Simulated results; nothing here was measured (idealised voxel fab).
The process module presented herein is designated voxel self aligned contacts.
For reference, the cross-section in this document is cut, with width 180 nm and square cells of 5 nm.
How to read a cross-section here: the picture is a grid of square cells, written as bands going from the top down, and any band can span one or more rows of cells. First you get the band's top height and its bottom height, in nm, and then the materials it's made of, left to right, with each width in nm. If you see a single material with "everywhere", that one covers the band edge to edge. "blank" is empty space. A quick word on heights: they are counted from 0, and under that level the wafer as it came to us is one material throughout. The lowest band is different from the rest in having no bottom; it simply continues downward, written as in "0 nm and below". Per-row width for "30->40": begins at first number (top row of band), ends at second number (bottom row), increment between rows held constant. "nothing was modified" means the step left every cell of the cross-section as it was. In "Cavities, closed" the enclosed voids are listed, meaning empty spaces of 8 cells or larger without any opening to the top. The form is width x height at distance, distance from the left edge, units nm. Post-settings text on a step line: simulator's own remark regarding the step. The setting "overlay nm" may be written on the line of a step. When the step uses a mask, the value reports how far to the right of the planned place the mask lay, and a negative value reports that it lay to the left.

[These are the steps we planned for the process]
step 1: RECEIVE with material Si
step 2: OXIDIZE with depth nm 5
step 3: DIRECTIONAL_DEP with material polySi, thk nm 20
step 4: DIRECTIONAL_DEP with material SiN, thk nm 15
step 5: DIRECTIONAL_DEP with material aC, thk nm 10
step 6: PATTERN with tone cover, mask id GATE, material resist, width nm 15, pitch nm 50, thk nm 25, overlay nm 0
step 7: DIRECTIONAL_ETCH with etch materials aC, depth nm 10
step 8: STRIP with etch materials resist
step 9: DIRECTIONAL_ETCH with etch materials SiN, depth nm 15
step 10: DIRECTIONAL_ETCH with etch materials polySi, depth nm 20
step 11: STRIP with etch materials aC
step 12: CONFORMAL_DEP with material SiN, thk nm 5
step 13: DIRECTIONAL_ETCH with etch materials SiN, depth nm 5
step 14: FILL_DEP with material SiO2, thk nm 10
step 15: CMP with height nm 40
step 16: PATTERN with tone open, mask id CONTACT, material resist, width nm 35, thk nm 15, overlay nm 0
step 17: DIRECTIONAL_ETCH with etch materials SiO2, depth nm 45
step 18: STRIP with etch materials resist
step 19: CONFORMAL_DEP with material TiN, thk nm 5
step 20: FILL_DEP with material Ru, thk nm 10
step 21: CMP with height nm 40
step 22: CONFORMAL_DEP with material SiN, thk nm 5
Heads up: all these wafers start the same, and what changes between them is the width nm in step 6. The value you see in the plan is just what the first wafer got.

[First of several wafers, received after step 1, in cross-section]
* 0 nm and below: Si everywhere
* Cavities, closed: none

[Below: a row per wafer. Contents at end of module: for every material, cells gained since receipt (+) or lost since receipt (-); then closed voids]
width nm 15; +24 Ru; -36 Si; +82 SiN; +207 SiO2; +23 TiN; +24 polySi; Cavities, closed: none
width nm 20; +16 Ru; -36 Si; +88 SiN; +201 SiO2; +23 TiN; +32 polySi; Cavities, closed: none
width nm 25; +8 Ru; -36 Si; +94 SiN; +195 SiO2; +23 TiN; +40 polySi; Cavities, closed: none
width nm 30; -36 Si; +100 SiN; +189 SiO2; +23 TiN; +48 polySi; Cavities, closed: none
width nm 35; -36 Si; +106 SiN; +183 SiO2; +15 TiN; +56 polySi; Cavities, closed: none
